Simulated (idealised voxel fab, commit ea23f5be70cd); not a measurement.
The name of this process module is voxel self aligned contacts.
It is cross-section cut that appears here, measuring 230 nm in width, its square cells being 5 nm in size.
Cross-section spec: square-cell grid; bands listed top down; each band is one or more rows. Basically the band line says how high the top is and how high the bottom is, in nm, and then what's in it from left to right, every material with its width in nm. Empty space shows up as "blank", and if a single material carries "full width" it runs the full band edge to edge. Below 0: as-received wafer, all one material; heights counted from there. Lowest band: no bottom, goes on down, written "from 0 down". Think of "30 to 40" as a width that walks from the first number to the second as you go down the band, top row to bottom row, taking equal-sized steps from row to row. When a step is marked "no alterations made", none of the cells in the cross-section changed during that step. Enclosed voids (no open way to top), threshold 8 cells or more, entry "Listed closed voids", notation width x height at distance, distance from left edge, nm. Past the settings on a step's line: simulator remark, on that step. "overlay nm" on a masked step: distance the mask lay right of its planned place, negative for left. Reading guide: pairs of cross-sections, before and after one process step; after view cut off at lowest changed band; step and settings listed under each pair. Pairs may stem from different runs of this module on the same starting wafer; continuity with the pair above only where the "Status quo ante" entry states it.
Status quo ante
> from 0 down: Si full width
> Listed closed voids: none
Post-Process View
> from 0 to -5: SiO2 full width
> Below -5 it's all the same as before, nothing changed down there.
> Listed closed voids: none
Step, pre vs post cross-sections above: OXIDIZE: depth nm 5
Status quo ante: the wafer arrives at this step looking as the after cross-section in the pair just above shows it.
Post-Process View
> from 30 to 0: polySi full width
> Below 0 it's all the same as before, nothing changed down there.
> Listed closed voids: none
Step, pre vs post cross-sections above: DIRECTIONAL_DEP: material polySi, thk nm 30
Status quo ante: the wafer arrives at this step looking as the after cross-section in the pair just above shows it.
Post-Process View
> from 50 to 30: SiN full width
> Below 30 it's all the same as before, nothing changed down there.
> Listed closed voids: none
Step, pre vs post cross-sections above: DIRECTIONAL_DEP: material SiN, thk nm 20
Status quo ante: the wafer arrives at this step looking as the after cross-section in the pair just above shows it.
Post-Process View
> from 70 to 50: blank 60, resist 35, blank 35, resist 35, blank 65
> Below 50 it's all the same as before, nothing changed down there.
> Listed closed voids: none
Step, pre vs post cross-sections above: PATTERN: tone cover, mask id GATE, material resist, width nm 35, pitch nm 70, thk nm 20, overlay nm 0
Status quo ante: the wafer arrives at this step looking as the after cross-section in the pair just above shows it.
Post-Process View
> from 70 to 50: blank 60, resist 35, blank 35, resist 35, blank 65
> from 50 to 30: blank 60, SiN 35, blank 35, SiN 35, blank 65
> Below 30 it's all the same as before, nothing changed down there.
> Listed closed voids: none
Step, pre vs post cross-sections above: DIRECTIONAL_ETCH: etch materials SiN, depth nm 20
Status quo ante: the wafer arrives at this step looking as the after cross-section in the pair just above shows it.
Post-Process View
> from 70 to 50: blank 60, resist 35, blank 35, resist 35, blank 65
> from 50 to 30: blank 60, SiN 35, blank 35, SiN 35, blank 65
> from 30 to 0: blank 60, polySi 35, blank 35, polySi 35, blank 65
> Below 0 it's all the same as before, nothing changed down there.
> Listed closed voids: none
Step, pre vs post cross-sections above: DIRECTIONAL_ETCH: etch materials polySi, depth nm 30
Status quo ante: the wafer arrives at this step looking as the after cross-section in the pair just above shows it.
Post-Process View
> from 50 to 30: blank 60, SiN 35, blank 35, SiN 35, blank 65
> Below 30 it's all the same as before, nothing changed down there.
> Listed closed voids: none
Step, pre vs post cross-sections above: STRIP: etch materials resist
Status quo ante: the wafer arrives at this step looking as the after cross-section in the pair just above shows it.
Post-Process View
> from 55 to 30: blank 55, SiN 45, blank 25, SiN 45, blank 60
> from 30 to 5: blank 55, SiN 5, polySi 35, SiN 5, blank 25, SiN 5, polySi 35, SiN 5, blank 60
> from 5 to 0: SiN 60, polySi 35, SiN 35, polySi 35, SiN 65
> Below 0 it's all the same as before, nothing changed down there.
> Listed closed voids: none
Step, pre vs post cross-sections above: CONFORMAL_DEP: material SiN, thk nm 5
Status quo ante: the wafer arrives at this step looking as the after cross-section in the pair just above shows it.
Post-Process View
> from 50 to 30: blank 55, SiN 45, blank 25, SiN 45, blank 60
> from 30 to 0: blank 55, SiN 5, polySi 35, SiN 5, blank 25, SiN 5, polySi 35, SiN 5, blank 60
> Below 0 it's all the same as before, nothing changed down there.
> Listed closed voids: none
Step, pre vs post cross-sections above: DIRECTIONAL_ETCH: etch materials SiN, depth nm 5
Status quo ante: the wafer arrives at this step looking as the after cross-section in the pair just above shows it.
Post-Process View
> from 70 to 50: SiO2 full width
> from 50 to 30: SiO2 55, SiN 45, SiO2 25, SiN 45, SiO2 60
> from 30 to 0: SiO2 55, SiN 5, polySi 35, SiN 5, SiO2 25, SiN 5, polySi 35, SiN 5, SiO2 60
> Below 0 it's all the same as before, nothing changed down there.
> Listed closed voids: none
Step, pre vs post cross-sections above: FILL_DEP: material SiO2, thk nm 20
Status quo ante: the wafer arrives at this step looking as the after cross-section in the pair just above shows it.
Post-Process View
> from 60 to 50: SiO2 full width
> Below 50 it's all the same as before, nothing changed down there.
> Listed closed voids: none
Step, pre vs post cross-sections above: CMP: height nm 60
Status quo ante: the wafer arrives at this step looking as the after cross-section in the pair just above shows it.
Post-Process View
> from 60 to 50: SiO2 85, blank 55, SiO2 90
> from 50 to 30: SiO2 55, SiN 45, blank 25, SiN 45, SiO2 60
> from 30 to 0: SiO2 55, SiN 5, polySi 35, SiN 5, blank 25, SiN 5, polySi 35, SiN 5, SiO2 60
> from 0 to -5: SiO2 100, blank 25, SiO2 105
> Below -5 it's all the same as before, nothing changed down there.
> Listed closed voids: none
Step, pre vs post cross-sections above: MASKED_ETCH: tone open, mask id CONTACT, width nm 55, etch materials SiO2, depth nm 65, overlay nm 0
Status quo ante: the wafer arrives at this step looking as the after cross-section in the pair just above shows it.
Post-Process View
> from 65 to 60: TiN 90, blank 45, TiN 95
> from 60 to 50: SiO2 85, TiN 5 to 20, blank 45 to 15, TiN 5 to 20, SiO2 90
> from 50 to 30: SiO2 55, SiN 45, TiN 5, blank 15, TiN 5, SiN 45, SiO2 60
> from 30 to 0: SiO2 55, SiN 5, polySi 35, SiN 5, TiN 5, blank 15, TiN 5, SiN 5, polySi 35, SiN 5, SiO2 60
> from 0 to -5: SiO2 100, TiN 25, SiO2 105
> Below -5 it's all the same as before, nothing changed down there.
> Listed closed voids: none
Step, pre vs post cross-sections above: CONFORMAL_DEP: material TiN, thk nm 5
Status quo ante: the wafer arrives at this step looking as the after cross-section in the pair just above shows it.
Post-Process View
> from 70 to 65: W full width
> from 65 to 60: TiN 90, W 45, TiN 95
> from 60 to 50: SiO2 85, TiN 5 to 20, W 45 to 15, TiN 5 to 20, SiO2 90
> from 50 to 30: SiO2 55, SiN 45, TiN 5, W 15, TiN 5, SiN 45, SiO2 60
> from 30 to 0: SiO2 55, SiN 5, polySi 35, SiN 5, TiN 5, W 15, TiN 5, SiN 5, polySi 35, SiN 5, SiO2 60
> Below 0 it's all the same as before, nothing changed down there.
> Listed closed voids: none
Step, pre vs post cross-sections above: FILL_DEP: material W, thk nm 5
Status quo ante: the wafer arrives at this step looking as the after cross-section in the pair just above shows it.
Post-Process View
> from 60 to 50: SiO2 85, TiN 5 to 20, W 45 to 15, TiN 5 to 20, SiO2 90
> Below 50 it's all the same as before, nothing changed down there.
> Listed closed voids: none
Step, pre vs post cross-sections above: CMP: height nm 60
Status quo ante: the wafer arrives at this step looking as the after cross-section in the pair just above shows it.
Post-Process View
> from 65 to 60: SiN full width
> Below 60 it's all the same as before, nothing changed down there.
> Listed closed voids: none
Step, pre vs post cross-sections above: CONFORMAL_DEP: material SiN, thk nm 5
Status quo ante
> from 0 down: Si full width
> Listed closed voids: none
Post-Process View
> from 30 to 0: polySi full width
> Below 0 it's all the same as before, nothing changed down there.
> Listed closed voids: none
Step, pre vs post cross-sections above: DIRECTIONAL_DEP: material polySi, thk nm 30
Status quo ante: the wafer arrives at this step looking as the after cross-section in the pair just above shows it.
Post-Process View
> from 50 to 30: SiN full width
> Below 30 it's all the same as before, nothing changed down there.
> Listed closed voids: none
Step, pre vs post cross-sections above: DIRECTIONAL_DEP: material SiN, thk nm 20
Status quo ante: the wafer arrives at this step looking as the after cross-section in the pair just above shows it.
Post-Process View
> from 70 to 50: blank 60, resist 35, blank 35, resist 35, blank 65
> Below 50 it's all the same as before, nothing changed down there.
> Listed closed voids: none
Step, pre vs post cross-sections above: PATTERN: tone cover, mask id GATE, material resist, width nm 35, pitch nm 70, thk nm 20, overlay nm 0
Status quo ante: the wafer arrives at this step looking as the after cross-section in the pair just above shows it.
Post-Process View
> from 70 to 50: blank 60, resist 35, blank 35, resist 35, blank 65
> from 50 to 30: blank 60, SiN 35, blank 35, SiN 35, blank 65
> Below 30 it's all the same as before, nothing changed down there.
> Listed closed voids: none
Step, pre vs post cross-sections above: DIRECTIONAL_ETCH: etch materials SiN, depth nm 20
Status quo ante: the wafer arrives at this step looking as the after cross-section in the pair just above shows it.
Post-Process View
> from 70 to 50: blank 60, resist 35, blank 35, resist 35, blank 65
> from 50 to 30: blank 60, SiN 35, blank 35, SiN 35, blank 65
> from 30 to 0: blank 60, polySi 35, blank 35, polySi 35, blank 65
> Below 0 it's all the same as before, nothing changed down there.
> Listed closed voids: none
Step, pre vs post cross-sections above: DIRECTIONAL_ETCH: etch materials polySi, depth nm 30
Status quo ante: the wafer arrives at this step looking as the after cross-section in the pair just above shows it.
Post-Process View
> from 50 to 30: blank 60, SiN 35, blank 35, SiN 35, blank 65
> Below 30 it's all the same as before, nothing changed down there.
> Listed closed voids: none
Step, pre vs post cross-sections above: STRIP: etch materials resist
Status quo ante: the wafer arrives at this step looking as the after cross-section in the pair just above shows it.
Post-Process View
> from 55 to 30: blank 55, SiN 45, blank 25, SiN 45, blank 60
> from 30 to 5: blank 55, SiN 5, polySi 35, SiN 5, blank 25, SiN 5, polySi 35, SiN 5, blank 60
> from 5 to 0: SiN 60, polySi 35, SiN 35, polySi 35, SiN 65
> Below 0 it's all the same as before, nothing changed down there.
> Listed closed voids: none
Step, pre vs post cross-sections above: CONFORMAL_DEP: material SiN, thk nm 5
Status quo ante: the wafer arrives at this step looking as the after cross-section in the pair just above shows it.
Post-Process View
> from 50 to 30: blank 55, SiN 45, blank 25, SiN 45, blank 60
> from 30 to 0: blank 55, SiN 5, polySi 35, SiN 5, blank 25, SiN 5, polySi 35, SiN 5, blank 60
> Below 0 it's all the same as before, nothing changed down there.
> Listed closed voids: none
Step, pre vs post cross-sections above: DIRECTIONAL_ETCH: etch materials SiN, depth nm 5
Status quo ante: the wafer arrives at this step looking as the after cross-section in the pair just above shows it.
Post-Process View
> from 70 to 50: SiO2 full width
> from 50 to 30: SiO2 55, SiN 45, SiO2 25, SiN 45, SiO2 60
> from 30 to 0: SiO2 55, SiN 5, polySi 35, SiN 5, SiO2 25, SiN 5, polySi 35, SiN 5, SiO2 60
> Below 0 it's all the same as before, nothing changed down there.
> Listed closed voids: none
Step, pre vs post cross-sections above: FILL_DEP: material SiO2, thk nm 20
Status quo ante: the wafer arrives at this step looking as the after cross-section in the pair just above shows it.
Post-Process View
> from 60 to 50: SiO2 full width
> Below 50 it's all the same as before, nothing changed down there.
> Listed closed voids: none
Step, pre vs post cross-sections above: CMP: height nm 60
Status quo ante: the wafer arrives at this step looking as the after cross-section in the pair just above shows it.
Post-Process View
> from 60 to 50: SiO2 85, blank 55, SiO2 90
> from 50 to 30: SiO2 55, SiN 45, blank 25, SiN 45, SiO2 60
> from 30 to 0: SiO2 55, SiN 5, polySi 35, SiN 5, blank 25, SiN 5, polySi 35, SiN 5, SiO2 60
> Below 0 it's all the same as before, nothing changed down there.
> Listed closed voids: none
Step, pre vs post cross-sections above: MASKED_ETCH: tone open, mask id CONTACT, width nm 55, etch materials SiO2, depth nm 65, overlay nm 0
Status quo ante: the wafer arrives at this step looking as the after cross-section in the pair just above shows it.
Post-Process View
> from 65 to 60: TiN 90, blank 45, TiN 95
> from 60 to 50: SiO2 85, TiN 5 to 20, blank 45 to 15, TiN 5 to 20, SiO2 90
> from 50 to 30: SiO2 55, SiN 45, TiN 5, blank 15, TiN 5, SiN 45, SiO2 60
> from 30 to 5: SiO2 55, SiN 5, polySi 35, SiN 5, TiN 5, blank 15, TiN 5, SiN 5, polySi 35, SiN 5, SiO2 60
> from 5 to 0: SiO2 55, SiN 5, polySi 35, SiN 5, TiN 25, SiN 5, polySi 35, SiN 5, SiO2 60
> Below 0 it's all the same as before, nothing changed down there.
> Listed closed voids: none
Step, pre vs post cross-sections above: CONFORMAL_DEP: material TiN, thk nm 5
Status quo ante: the wafer arrives at this step looking as the after cross-section in the pair just above shows it.
Post-Process View
> from 70 to 65: W full width
> from 65 to 60: TiN 90, W 45, TiN 95
> from 60 to 50: SiO2 85, TiN 5 to 20, W 45 to 15, TiN 5 to 20, SiO2 90
> from 50 to 30: SiO2 55, SiN 45, TiN 5, W 15, TiN 5, SiN 45, SiO2 60
> from 30 to 5: SiO2 55, SiN 5, polySi 35, SiN 5, TiN 5, W 15, TiN 5, SiN 5, polySi 35, SiN 5, SiO2 60
> Below 5 it's all the same as before, nothing changed down there.
> Listed closed voids: none
Step, pre vs post cross-sections above: FILL_DEP: material W, thk nm 5
Status quo ante: the wafer arrives at this step looking as the after cross-section in the pair just above shows it.
Post-Process View
> from 60 to 50: SiO2 85, TiN 5 to 20, W 45 to 15, TiN 5 to 20, SiO2 90
> Below 50 it's all the same as before, nothing changed down there.
> Listed closed voids: none
Step, pre vs post cross-sections above: CMP: height nm 60
Status quo ante: the wafer arrives at this step looking as the after cross-section in the pair just above shows it.
Post-Process View
> from 65 to 60: SiN full width
> Below 60 it's all the same as before, nothing changed down there.
> Listed closed voids: none
Step, pre vs post cross-sections above: CONFORMAL_DEP: material SiN, thk nm 5
Status quo ante
> from 30 to 0: polySi full width
> from 0 to -5: SiO2 full width
> from -5 down: Si full width
> Listed closed voids: none
Post-Process View
> from 60 to 0: polySi full width
> Below 0 it's all the same as before, nothing changed down there.
> Listed closed voids: none
Step, pre vs post cross-sections above: DIRECTIONAL_DEP: material polySi, thk nm 30
Status quo ante: the wafer arrives at this step looking as the after cross-section in the pair just above shows it.
Post-Process View
> from 80 to 60: SiN full width
> Below 60 it's all the same as before, nothing changed down there.
> Listed closed voids: none
Step, pre vs post cross-sections above: DIRECTIONAL_DEP: material SiN, thk nm 20
Status quo ante: the wafer arrives at this step looking as the after cross-section in the pair just above shows it.
Post-Process View
> from 100 to 80: blank 60, resist 35, blank 35, resist 35, blank 65
> Below 80 it's all the same as before, nothing changed down there.
> Listed closed voids: none
Step, pre vs post cross-sections above: PATTERN: tone cover, mask id GATE, material resist, width nm 35, pitch nm 70, thk nm 20, overlay nm 0
Status quo ante: the wafer arrives at this step looking as the after cross-section in the pair just above shows it.
Post-Process View
> from 100 to 80: blank 60, resist 35, blank 35, resist 35, blank 65
> from 80 to 60: blank 60, SiN 35, blank 35, SiN 35, blank 65
> Below 60 it's all the same as before, nothing changed down there.
> Listed closed voids: none
Step, pre vs post cross-sections above: DIRECTIONAL_ETCH: etch materials SiN, depth nm 20
Status quo ante: the wafer arrives at this step looking as the after cross-section in the pair just above shows it.
Post-Process View
> from 100 to 80: blank 60, resist 35, blank 35, resist 35, blank 65
> from 80 to 60: blank 60, SiN 35, blank 35, SiN 35, blank 65
> from 60 to 30: blank 60, polySi 35, blank 35, polySi 35, blank 65
> Below 30 it's all the same as before, nothing changed down there.
> Listed closed voids: none
Step, pre vs post cross-sections above: DIRECTIONAL_ETCH: etch materials polySi, depth nm 30
Status quo ante: the wafer arrives at this step looking as the after cross-section in the pair just above shows it.
Post-Process View
> from 80 to 60: blank 60, SiN 35, blank 35, SiN 35, blank 65
> Below 60 it's all the same as before, nothing changed down there.
> Listed closed voids: none
Step, pre vs post cross-sections above: STRIP: etch materials resist
Status quo ante: the wafer arrives at this step looking as the after cross-section in the pair just above shows it.
Post-Process View
> from 85 to 60: blank 55, SiN 45, blank 25, SiN 45, blank 60
> from 60 to 35: blank 55, SiN 5, polySi 35, SiN 5, blank 25, SiN 5, polySi 35, SiN 5, blank 60
> from 35 to 30: SiN 60, polySi 35, SiN 35, polySi 35, SiN 65
> Below 30 it's all the same as before, nothing changed down there.
> Listed closed voids: none
Step, pre vs post cross-sections above: CONFORMAL_DEP: material SiN, thk nm 5
Status quo ante: the wafer arrives at this step looking as the after cross-section in the pair just above shows it.
Post-Process View
> from 80 to 60: blank 55, SiN 45, blank 25, SiN 45, blank 60
> from 60 to 30: blank 55, SiN 5, polySi 35, SiN 5, blank 25, SiN 5, polySi 35, SiN 5, blank 60
> Below 30 it's all the same as before, nothing changed down there.
> Listed closed voids: none
Step, pre vs post cross-sections above: DIRECTIONAL_ETCH: etch materials SiN, depth nm 5
Status quo ante: the wafer arrives at this step looking as the after cross-section in the pair just above shows it.
Post-Process View
> from 100 to 80: SiO2 full width
> from 80 to 60: SiO2 55, SiN 45, SiO2 25, SiN 45, SiO2 60
> from 60 to 30: SiO2 55, SiN 5, polySi 35, SiN 5, SiO2 25, SiN 5, polySi 35, SiN 5, SiO2 60
> Below 30 it's all the same as before, nothing changed down there.
> Listed closed voids: none
Step, pre vs post cross-sections above: FILL_DEP: material SiO2, thk nm 20
Status quo ante: the wafer arrives at this step looking as the after cross-section in the pair just above shows it.
Post-Process View
> from 60 to 30: SiO2 55, SiN 5, polySi 35, SiN 5, SiO2 25, SiN 5, polySi 35, SiN 5, SiO2 60
> Below 30 it's all the same as before, nothing changed down there.
> Listed closed voids: none
Step, pre vs post cross-sections above: CMP: height nm 60
Status quo ante: the wafer arrives at this step looking as the after cross-section in the pair just above shows it.
Post-Process View
> from 60 to 30: SiO2 55, SiN 5, polySi 35, SiN 5, blank 25, SiN 5, polySi 35, SiN 5, SiO2 60
> Below 30 it's all the same as before, nothing changed down there.
> Listed closed voids: none
Step, pre vs post cross-sections above: MASKED_ETCH: tone open, mask id CONTACT, width nm 55, etch materials SiO2, depth nm 65, overlay nm 0
Status quo ante: the wafer arrives at this step looking as the after cross-section in the pair just above shows it.
Post-Process View
> from 65 to 60: TiN 105, blank 15, TiN 110
> from 60 to 35: SiO2 55, SiN 5, polySi 35, SiN 5, TiN 5, blank 15, TiN 5, SiN 5, polySi 35, SiN 5, SiO2 60
> from 35 to 30: SiO2 55, SiN 5, polySi 35, SiN 5, TiN 25, SiN 5, polySi 35, SiN 5, SiO2 60
> Below 30 it's all the same as before, nothing changed down there.
> Listed closed voids: none
Step, pre vs post cross-sections above: CONFORMAL_DEP: material TiN, thk nm 5
Status quo ante: the wafer arrives at this step looking as the after cross-section in the pair just above shows it.
Post-Process View
> from 70 to 65: W full width
> from 65 to 60: TiN 105, W 15, TiN 110
> from 60 to 35: SiO2 55, SiN 5, polySi 35, SiN 5, TiN 5, W 15, TiN 5, SiN 5, polySi 35, SiN 5, SiO2 60
> Below 35 it's all the same as before, nothing changed down there.
> Listed closed voids: none
Step, pre vs post cross-sections above: FILL_DEP: material W, thk nm 5
Status quo ante: the wafer arrives at this step looking as the after cross-section in the pair just above shows it.
Post-Process View
> from 60 to 35: SiO2 55, SiN 5, polySi 35, SiN 5, TiN 5, W 15, TiN 5, SiN 5, polySi 35, SiN 5, SiO2 60
> Below 35 it's all the same as before, nothing changed down there.
> Listed closed voids: none
Step, pre vs post cross-sections above: CMP: height nm 60
Status quo ante: the wafer arrives at this step looking as the after cross-section in the pair just above shows it.
Post-Process View
> from 65 to 60: SiN full width
> Below 60 it's all the same as before, nothing changed down there.
> Listed closed voids: none
Step, pre vs post cross-sections above: CONFORMAL_DEP: material SiN, thk nm 5
Status quo ante
> from 50 to 30: blank 60, SiN 35, blank 35, SiN 35, blank 65
> from 30 to 0: blank 60, polySi 35, blank 35, polySi 35, blank 65
> from 0 to -5: SiO2 full width
> from -5 down: Si full width
> Listed closed voids: none
Post-Process View
> from 45 to 30: blank 60, SiN 35, blank 35, SiN 35, blank 65
> Below 30 it's all the same as before, nothing changed down there.
> Listed closed voids: none
Step, pre vs post cross-sections above: DIRECTIONAL_ETCH: etch materials SiN, depth nm 5
Status quo ante: the wafer arrives at this step looking as the after cross-section in the pair just above shows it.
Post-Process View
> from 50 to 30: blank 55, SiN 45, blank 25, SiN 45, blank 60
> from 30 to 5: blank 55, SiN 5, polySi 35, SiN 5, blank 25, SiN 5, polySi 35, SiN 5, blank 60
> from 5 to 0: SiN 60, polySi 35, SiN 35, polySi 35, SiN 65
> Below 0 it's all the same as before, nothing changed down there.
> Listed closed voids: none
Step, pre vs post cross-sections above: CONFORMAL_DEP: material SiN, thk nm 5
Status quo ante: the wafer arrives at this step looking as the after cross-section in the pair just above shows it.
Post-Process View
> from 70 to 50: SiO2 full width
> from 50 to 30: SiO2 55, SiN 45, SiO2 25, SiN 45, SiO2 60
> from 30 to 5: SiO2 55, SiN 5, polySi 35, SiN 5, SiO2 25, SiN 5, polySi 35, SiN 5, SiO2 60
> Below 5 it's all the same as before, nothing changed down there.
> Listed closed voids: none
Step, pre vs post cross-sections above: FILL_DEP: material SiO2, thk nm 20
Status quo ante: the wafer arrives at this step looking as the after cross-section in the pair just above shows it.
Post-Process View
> from 60 to 50: SiO2 full width
> Below 50 it's all the same as before, nothing changed down there.
> Listed closed voids: none
Step, pre vs post cross-sections above: CMP: height nm 60
Status quo ante: the wafer arrives at this step looking as the after cross-section in the pair just above shows it.
Post-Process View
> from 60 to 50: SiO2 85, blank 55, SiO2 90
> from 50 to 30: SiO2 55, SiN 45, blank 25, SiN 45, SiO2 60
> from 30 to 5: SiO2 55, SiN 5, polySi 35, SiN 5, blank 25, SiN 5, polySi 35, SiN 5, SiO2 60
> Below 5 it's all the same as before, nothing changed down there.
> Listed closed voids: none
Step, pre vs post cross-sections above: MASKED_ETCH: tone open, mask id CONTACT, width nm 55, etch materials SiO2, depth nm 65, overlay nm 0
Status quo ante: the wafer arrives at this step looking as the after cross-section in the pair just above shows it.
Post-Process View
> from 65 to 60: TiN 90, blank 45, TiN 95
> from 60 to 50: SiO2 85, TiN 5 to 20, blank 45 to 15, TiN 5 to 20, SiO2 90
> from 50 to 30: SiO2 55, SiN 45, TiN 5, blank 15, TiN 5, SiN 45, SiO2 60
> from 30 to 10: SiO2 55, SiN 5, polySi 35, SiN 5, TiN 5, blank 15, TiN 5, SiN 5, polySi 35, SiN 5, SiO2 60
> from 10 to 5: SiO2 55, SiN 5, polySi 35, SiN 5, TiN 25, SiN 5, polySi 35, SiN 5, SiO2 60
> Below 5 it's all the same as before, nothing changed down there.
> Listed closed voids: none
Step, pre vs post cross-sections above: CONFORMAL_DEP: material TiN, thk nm 5
Status quo ante: the wafer arrives at this step looking as the after cross-section in the pair just above shows it.
Post-Process View
> from 70 to 65: W full width
> from 65 to 60: TiN 90, W 45, TiN 95
> from 60 to 50: SiO2 85, TiN 5 to 20, W 45 to 15, TiN 5 to 20, SiO2 90
> from 50 to 30: SiO2 55, SiN 45, TiN 5, W 15, TiN 5, SiN 45, SiO2 60
> from 30 to 10: SiO2 55, SiN 5, polySi 35, SiN 5, TiN 5, W 15, TiN 5, SiN 5, polySi 35, SiN 5, SiO2 60
> Below 10 it's all the same as before, nothing changed down there.
> Listed closed voids: none
Step, pre vs post cross-sections above: FILL_DEP: material W, thk nm 5
Status quo ante: the wafer arrives at this step looking as the after cross-section in the pair just above shows it.
Post-Process View
> from 60 to 50: SiO2 85, TiN 5 to 20, W 45 to 15, TiN 5 to 20, SiO2 90
> Below 50 it's all the same as before, nothing changed down there.
> Listed closed voids: none
Step, pre vs post cross-sections above: CMP: height nm 60
Status quo ante: the wafer arrives at this step looking as the after cross-section in the pair just above shows it.
Post-Process View
> from 65 to 60: SiN full width
> Below 60 it's all the same as before, nothing changed down there.
> Listed closed voids: none
Step, pre vs post cross-sections above: CONFORMAL_DEP: material SiN, thk nm 5
Status quo ante
> from 30 to 0: polySi full width
> from 0 to -5: SiO2 full width
> from -5 down: Si full width
> Listed closed voids: none
Post-Process View
> from 55 to 30: SiN full width
> Below 30 it's all the same as before, nothing changed down there.
> Listed closed voids: none
Step, pre vs post cross-sections above: DIRECTIONAL_DEP: material SiN, thk nm 25
Status quo ante: the wafer arrives at this step looking as the after cross-section in the pair just above shows it.
Post-Process View
> from 75 to 55: blank 60, resist 35, blank 35, resist 35, blank 65
> Below 55 it's all the same as before, nothing changed down there.
> Listed closed voids: none
Step, pre vs post cross-sections above: PATTERN: tone cover, mask id GATE, material resist, width nm 35, pitch nm 70, thk nm 20, overlay nm 0
Status quo ante: the wafer arrives at this step looking as the after cross-section in the pair just above shows it.
Post-Process View
> from 75 to 55: blank 60, resist 35, blank 35, resist 35, blank 65
> from 55 to 35: blank 60, SiN 35, blank 35, SiN 35, blank 65
> Below 35 it's all the same as before, nothing changed down there.
> Listed closed voids: none
Step, pre vs post cross-sections above: DIRECTIONAL_ETCH: etch materials SiN, depth nm 20
Status quo ante: the wafer arrives at this step looking as the after cross-section in the pair just above shows it.
Post-Process View
> from 55 to 35: blank 60, SiN 35, blank 35, SiN 35, blank 65
> Below 35 it's all the same as before, nothing changed down there.
> Listed closed voids: none
Step, pre vs post cross-sections above: STRIP: etch materials resist
Status quo ante: the wafer arrives at this step looking as the after cross-section in the pair just above shows it.
Post-Process View
> from 60 to 40: blank 55, SiN 45, blank 25, SiN 45, blank 60
> from 40 to 30: SiN full width
> Below 30 it's all the same as before, nothing changed down there.
> Listed closed voids: none
Step, pre vs post cross-sections above: CONFORMAL_DEP: material SiN, thk nm 5
Status quo ante: the wafer arrives at this step looking as the after cross-section in the pair just above shows it.
Post-Process View
> from 55 to 35: blank 55, SiN 45, blank 25, SiN 45, blank 60
> Below 35 it's all the same as before, nothing changed down there.
> Listed closed voids: none
Step, pre vs post cross-sections above: DIRECTIONAL_ETCH: etch materials SiN, depth nm 5
Status quo ante: the wafer arrives at this step looking as the after cross-section in the pair just above shows it.
Post-Process View
> from 75 to 55: SiO2 full width
> from 55 to 35: SiO2 55, SiN 45, SiO2 25, SiN 45, SiO2 60
> Below 35 it's all the same as before, nothing changed down there.
> Listed closed voids: none
Step, pre vs post cross-sections above: FILL_DEP: material SiO2, thk nm 20
Status quo ante: the wafer arrives at this step looking as the after cross-section in the pair just above shows it.
Post-Process View
> from 60 to 55: SiO2 full width
> Below 55 it's all the same as before, nothing changed down there.
> Listed closed voids: none
Step, pre vs post cross-sections above: CMP: height nm 60
Status quo ante: the wafer arrives at this step looking as the after cross-section in the pair just above shows it.
Post-Process View
> from 60 to 55: SiO2 85, blank 55, SiO2 90
> from 55 to 35: SiO2 55, SiN 45, blank 25, SiN 45, SiO2 60
> Below 35 it's all the same as before, nothing changed down there.
> Listed closed voids: none
Step, pre vs post cross-sections above: MASKED_ETCH: tone open, mask id CONTACT, width nm 55, etch materials SiO2, depth nm 65, overlay nm 0
Status quo ante: the wafer arrives at this step looking as the after cross-section in the pair just above shows it.
Post-Process View
> from 65 to 60: TiN 90, blank 45, TiN 95
> from 60 to 55: SiO2 85, TiN 20, blank 15, TiN 20, SiO2 90
> from 55 to 40: SiO2 55, SiN 45, TiN 5, blank 15, TiN 5, SiN 45, SiO2 60
> from 40 to 35: SiO2 55, SiN 45, TiN 25, SiN 45, SiO2 60
> Below 35 it's all the same as before, nothing changed down there.
> Listed closed voids: none
Step, pre vs post cross-sections above: CONFORMAL_DEP: material TiN, thk nm 5
Status quo ante: the wafer arrives at this step looking as the after cross-section in the pair just above shows it.
Post-Process View
> from 70 to 65: W full width
> from 65 to 60: TiN 90, W 45, TiN 95
> from 60 to 55: SiO2 85, TiN 20, W 15, TiN 20, SiO2 90
> from 55 to 40: SiO2 55, SiN 45, TiN 5, W 15, TiN 5, SiN 45, SiO2 60
> Below 40 it's all the same as before, nothing changed down there.
> Listed closed voids: none
Step, pre vs post cross-sections above: FILL_DEP: material W, thk nm 5
Status quo ante: the wafer arrives at this step looking as the after cross-section in the pair just above shows it.
Post-Process View
> from 60 to 55: SiO2 85, TiN 20, W 15, TiN 20, SiO2 90
> Below 55 it's all the same as before, nothing changed down there.
> Listed closed voids: none
Step, pre vs post cross-sections above: CMP: height nm 60
Status quo ante: the wafer arrives at this step looking as the after cross-section in the pair just above shows it.
Post-Process View
> from 65 to 60: SiN full width
> Below 60 it's all the same as before, nothing changed down there.
> Listed closed voids: none
Step, pre vs post cross-sections above: CONFORMAL_DEP: material SiN, thk nm 5
Status quo ante
> from 50 to 30: SiN full width
> from 30 to 0: polySi full width
> from 0 to -5: SiO2 full width
> from -5 down: Si full width
> Listed closed voids: none
Post-Process View
> from 70 to 50: blank 65, resist 30, blank 40, resist 30, blank 65
> Below 50 it's all the same as before, nothing changed down there.
> Listed closed voids: none
Step, pre vs post cross-sections above: PATTERN: tone cover, mask id GATE, material resist, width nm 30, pitch nm 70, thk nm 20, overlay nm 0
Status quo ante: the wafer arrives at this step looking as the after cross-section in the pair just above shows it.
Post-Process View
> from 70 to 50: blank 65, resist 30, blank 40, resist 30, blank 65
> from 50 to 30: blank 65, SiN 30, blank 40, SiN 30, blank 65
> Below 30 it's all the same as before, nothing changed down there.
> Listed closed voids: none
Step, pre vs post cross-sections above: DIRECTIONAL_ETCH: etch materials SiN, depth nm 20
Status quo ante: the wafer arrives at this step looking as the after cross-section in the pair just above shows it.
Post-Process View
> from 70 to 50: blank 65, resist 30, blank 40, resist 30, blank 65
> from 50 to 30: blank 65, SiN 30, blank 40, SiN 30, blank 65
> from 30 to 0: blank 65, polySi 30, blank 40, polySi 30, blank 65
> Below 0 it's all the same as before, nothing changed down there.
> Listed closed voids: none
Step, pre vs post cross-sections above: DIRECTIONAL_ETCH: etch materials polySi, depth nm 30
Status quo ante: the wafer arrives at this step looking as the after cross-section in the pair just above shows it.
Post-Process View
> from 50 to 30: blank 65, SiN 30, blank 40, SiN 30, blank 65
> Below 30 it's all the same as before, nothing changed down there.
> Listed closed voids: none
Step, pre vs post cross-sections above: STRIP: etch materials resist
Status quo ante: the wafer arrives at this step looking as the after cross-section in the pair just above shows it.
Post-Process View
> from 55 to 30: blank 60, SiN 40, blank 30, SiN 40, blank 60
> from 30 to 5: blank 60, SiN 5, polySi 30, SiN 5, blank 30, SiN 5, polySi 30, SiN 5, blank 60
> from 5 to 0: SiN 65, polySi 30, SiN 40, polySi 30, SiN 65
> Below 0 it's all the same as before, nothing changed down there.
> Listed closed voids: none
Step, pre vs post cross-sections above: CONFORMAL_DEP: material SiN, thk nm 5
